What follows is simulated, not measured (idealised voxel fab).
This section sets out a process module, namely voxel capacitor over wiring.
Shown is cross-section cut, with a width of 155 nm and square cells of size 5 nm.
We lay out every cross-section as a grid of square cells and spell it out in bands from the top down, where one band means one or more rows of cells. Top height, bottom height, nm. Materials left to right, width each, nm. Single material + "everywhere" = fills band edge to edge. "air" = empty. Convention: height 0 is the level below which the wafer, as received, is all one material. The lowest band does not terminate at the bottom but continues downward, represented as "top 0, no bottom". The two numbers in a width such as "30->40" mark its ends across the band: the first belongs to the top row of cells, the second to the bottom row, and from each row to the next the width moves by the same amount. "no alterations made" after a step means that no cell of the cross-section changed. So "Closed void listing" is basically the list of trapped voids: any empty space of 8 cells or more that can't reach the top through an opening. They're written width x height at distance, the distance being from the left edge, and it's all nm. On each step's line, the part that comes after the settings is the simulator's own comment on the step. overlay nm: step with mask; distance mask lay right of planned place; negative value = left of planned place.

This section lists the process steps that were planned
step 1: RECEIVE (material Si)
step 2: CONFORMAL_DEP (material SiO2; thk nm 15)
step 3: CONFORMAL_DEP (material SiN; thk nm 5)
step 4: DIRECTIONAL_DEP (material SiO2; thk nm 25)
step 5: PATTERN (tone open; mask id METAL_1; material resist; width nm 25; pitch nm 80; thk nm 15; overlay nm 0)
step 6: DIRECTIONAL_ETCH (etch materials SiO2; depth nm 25)
step 7: DIRECTIONAL_ETCH (etch materials SiN; depth nm 5)
step 8: STRIP (etch materials resist)
step 9: CONFORMAL_DEP (material TiN; thk nm 5)
step 10: FILL_DEP (material Cu; thk nm 10)
step 11: CMP (height nm 45)
step 12: CONFORMAL_DEP (material SiCN; thk nm 5)
step 13: DIRECTIONAL_DEP (material lowk; thk nm 20)
step 14: DIRECTIONAL_DEP (material aC; thk nm 10)
step 15: PATTERN (tone open; mask id PLUG_1; material resist; width nm 15; thk nm 30; overlay nm 0)
step 16: DIRECTIONAL_ETCH (etch materials aC; depth nm 10)
step 17: STRIP (etch materials resist)
step 18: DIRECTIONAL_ETCH (etch materials lowk; depth nm 20)
step 19: DIRECTIONAL_ETCH (etch materials SiCN; depth nm 5)
step 20: STRIP (etch materials aC)
step 21: EPI (material Ru; thk nm 10)
step 22: EPI (material Ru; thk nm 10)
step 23: EPI (material Ru; thk nm 5)
step 24: DIRECTIONAL_DEP (material TiN; thk nm 5)
step 25: DIRECTIONAL_DEP (material SiN; thk nm 5)
step 26: DIRECTIONAL_DEP (material TiN; thk nm 10)
step 27: MASKED_ETCH (tone cover; mask id UPPER_PLATE; width nm 60; etch materials TiN; depth nm 10; overlay nm 0)
step 28: MASKED_ETCH (tone cover; mask id UPPER_PLATE; width nm 60; etch materials SiN; depth nm 5; overlay nm 0)
step 29: MASKED_ETCH (tone cover; mask id LOWER_PLATE; width nm 70; etch materials TiN; depth nm 5; overlay nm 0)
step 30: FILL_DEP (material SiO2; thk nm 20)
step 31: CMP (height nm 105)
step 32: MASKED_ETCH (tone open; mask id PLUG_2; width nm 15; etch materials SiO2; depth nm 15; overlay nm 0)
step 33: CONFORMAL_DEP (material TiN; thk nm 5)
step 34: FILL_DEP (material W; thk nm 5)
step 35: CMP (height nm 105)
step 36: CONFORMAL_DEP (material SiN; thk nm 5)

As-received wafer cross-section (after step 1)
    top 0, no bottom = Si everywhere
    Closed void listing: none

Post-module cross-section: identical start and plan to those above, one misstep in execution
    top 110, bottom 105 = SiN everywhere
    top 105, bottom 100 = 45 of SiO2 / 15 of TiN / 95 of SiO2
    top 100, bottom 90 = 35 of SiO2 / 25 of TiN / 95 of SiO2
    top 90, bottom 85 = 35 of SiO2 / 25 of SiN / 35 of TiN / 60 of SiO2
    top 85, bottom 80 = 30 of SiO2 / 65 of TiN / 60 of SiO2
    top 80, bottom 75 = 25 of SiO2 / 35 of Ru / 35 of SiN / 60 of SiO2
    top 75, bottom 70 = 25 of SiO2 / 35 of Ru / 40 of TiN / 55 of SiO2
    top 70, bottom 50 = 35 of lowk / 15 of Ru / 105 of lowk
    top 50, bottom 45 = 35 of SiCN / 15 of Ru / 105 of SiCN
    top 45, bottom 20 = 25 of SiO2 / 5 of TiN / 15 of Cu / 5 of TiN / 55 of SiO2 / 5 of TiN / 15 of Cu / 5 of TiN / 25 of SiO2
    top 20, bottom 15 = 25 of SiN / 25 of TiN / 55 of SiN / 25 of TiN / 25 of SiN
    top 15, bottom 0 = SiO2 everywhere
    top 0, no bottom = Si everywhere
    Closed void listing: none
Which mistake was made when the wafer was run? one of 21 and 22, all the same step, was done twice; can't tell which
